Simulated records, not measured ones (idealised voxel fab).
The document below concerns the process module designated voxel released beams.
FYI the section here is cut, 175 nm wide, cells are 5 nm squares.
Just so we're on the same page, the cross-sections are grids of square cells, and they're listed out in bands top to bottom, each band one or more rows deep. In this notation a band is specified by the heights of its top and bottom, in that order and in nm, after which its materials appear from left to right, each paired with its width in nm. The word "full width" attached to a single material means that material fills the band from edge to edge; the word "air" stands for empty space. It should be noted that heights are counted from 0, beneath which the wafer as supplied is of one material throughout, and that the lowest band possesses no lower boundary but continues downward, as written in "0 down". Think of "30->40" as a width that walks from the first number to the second as you go down the band, top row to bottom row, taking equal-sized steps from row to row. Reading "identical to before" for a step: not a cell of the cross-section changed in it. Look at "Closed cavity list" for the closed voids: empty spaces with no open path to the top, sized 8 cells or up. Each is width x height at distance, distance from the left edge, all nm. It should be noted that, on the line of a given step, the content following the step's settings is a remark produced by the simulator itself with respect to that step. On any step carrying a mask, the "overlay nm" setting, if present on the step's line, tells how far right of its planned place the mask lay; negative values point to the left.

**plan**
step 1: RECEIVE: material Si
step 2: CONFORMAL_DEP: material SiN, thk nm 5
step 3: DIRECTIONAL_DEP: material SiO2, thk nm 15
step 4: PATTERN: tone open, mask id ANCHOR, material resist, width nm 25, thk nm 15, overlay nm 0
step 5: DIRECTIONAL_ETCH: etch materials SiO2, depth nm 15
step 6: STRIP: etch materials resist
step 7: CONFORMAL_DEP: material TiN, thk nm 10
step 8: DIRECTIONAL_DEP: material aC, thk nm 15
step 9: PATTERN: tone cover, mask id BEAM, material resist, width nm 95, thk nm 30, overlay nm 0
step 10: DIRECTIONAL_ETCH: etch materials aC, depth nm 15
step 11: STRIP: etch materials resist
step 12: DIRECTIONAL_ETCH: etch materials TiN, depth nm 10
step 13: STRIP: etch materials aC
step 14: STRIP: etch materials SiO2

**Incoming wafer in cross-section (state: after step 1)**
- 0 down: Si full width
- Closed cavity list: none

**The first of the two wafers as seen in cross-section once the module was finished; processing followed the plan**
- 30 to 20: air (35)  TiN (15)  air (5)  TiN (75)  air (45)
- 20 to 15: air (40)  TiN (10)  air (5)  TiN (10)  air (110)
- 15 to 5: air (40)  TiN (25)  air (110)
- 5 to 0: SiN full width
- 0 down: Si full width
- Closed cavity list: none

**Cross-section at end of module for the second wafer of two, which matched the first in starting point and plan and differed by one mistake in its processing**
- 35 to 25: air (35)  TiN (95)  air (45)
- 25 to 20: TiN full width
- 20 to 5: SiO2 (40)  TiN (25)  SiO2 (110)
- 5 to 0: SiN full width
- 0 down: Si full width
- Closed cavity list: none
What was done differently from what was planned? step 7 did not happen as planned, as run it was CONFORMAL_DEP: material TiN, thk nm 15
Materials where the second wafer ends with more or fewer cells than the first: +90 SiO2; +38 TiN
